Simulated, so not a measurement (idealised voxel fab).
The name of this process module is voxel double patterning.
The width of the displayed cross-section, cut, is 175 nm; its cells are square, with a size of 5 nm.
A cross-section is a grid of square cells, given in bands from the top down. A band is one or more rows of cells. Top height, bottom height, nm. Materials left to right, width each, nm. Single material + "everywhere" = fills band edge to edge. "blank" = empty. Height is counted from the level 0, under which the received wafer is composed throughout of one material. The lowest of the bands is not closed at the bottom but continues downward, in the notation "0 nm and below". With a width like "30..40", each row of cells in the band differs from the next by the same amount, the top row carrying the first number and the bottom row the second. The cross-section has no changed cell in any step marked "nothing different". What "Trapped void list" gives you is every empty space of 8 cells or more that is cut off from the top. Each appears as width x height at distance, with the distance taken from the left edge and width, height and distance all in nm. Note: text after step settings on the step line = simulator remark on that step. When a step includes a mask, the "overlay nm" setting on its line states how far to the right of its planned place that mask lay, and negative values state how far to the left.

Planned step list for the process
1,RECEIVE, material Si
2,CONFORMAL_DEP, material SiN, thk nm 10
3,DIRECTIONAL_DEP, material SiO2, thk nm 10
4,DIRECTIONAL_DEP, material SiCN, thk nm 5
5,DIRECTIONAL_DEP, material aC, thk nm 10
6,PATTERN, tone open, mask id FIRST, material resist, width nm 15, pitch nm 50, thk nm 30, overlay nm 0
7,DIRECTIONAL_ETCH, etch materials aC, depth nm 10
8,STRIP, etch materials resist
9,DIRECTIONAL_ETCH, etch materials SiCN, depth nm 5
10,STRIP, etch materials aC
11,MASKED_ETCH, tone open, mask id SECOND, width nm 15, etch materials SiCN, depth nm 5, overlay nm 0
12,DIRECTIONAL_ETCH, etch materials SiO2, depth nm 10
13,STRIP, etch materials SiCN

This is the cross-section of the wafer as we received it, i.e. after step 1
- 0 nm and below: Si everywhere
- Trapped void list: none

Cross-sectional result after module completion. Note: starting condition and plan are unchanged from above; one processing mistake was made
- 20 nm to 10 nm: SiO2 55 nm, then blank 20 nm, then SiO2 5 nm, then blank 15 nm, then SiO2 10 nm, then blank 20 nm, then SiO2 50 nm
- 10 nm to 0 nm: SiN everywhere
- 0 nm and below: Si everywhere
- Trapped void list: none
Error vs. plan: the process deviated at step 6: the operation and settings actually run there were PATTERN, tone open, mask id FIRST, material resist, width nm 20, pitch nm 50, thk nm 30, overlay nm 0
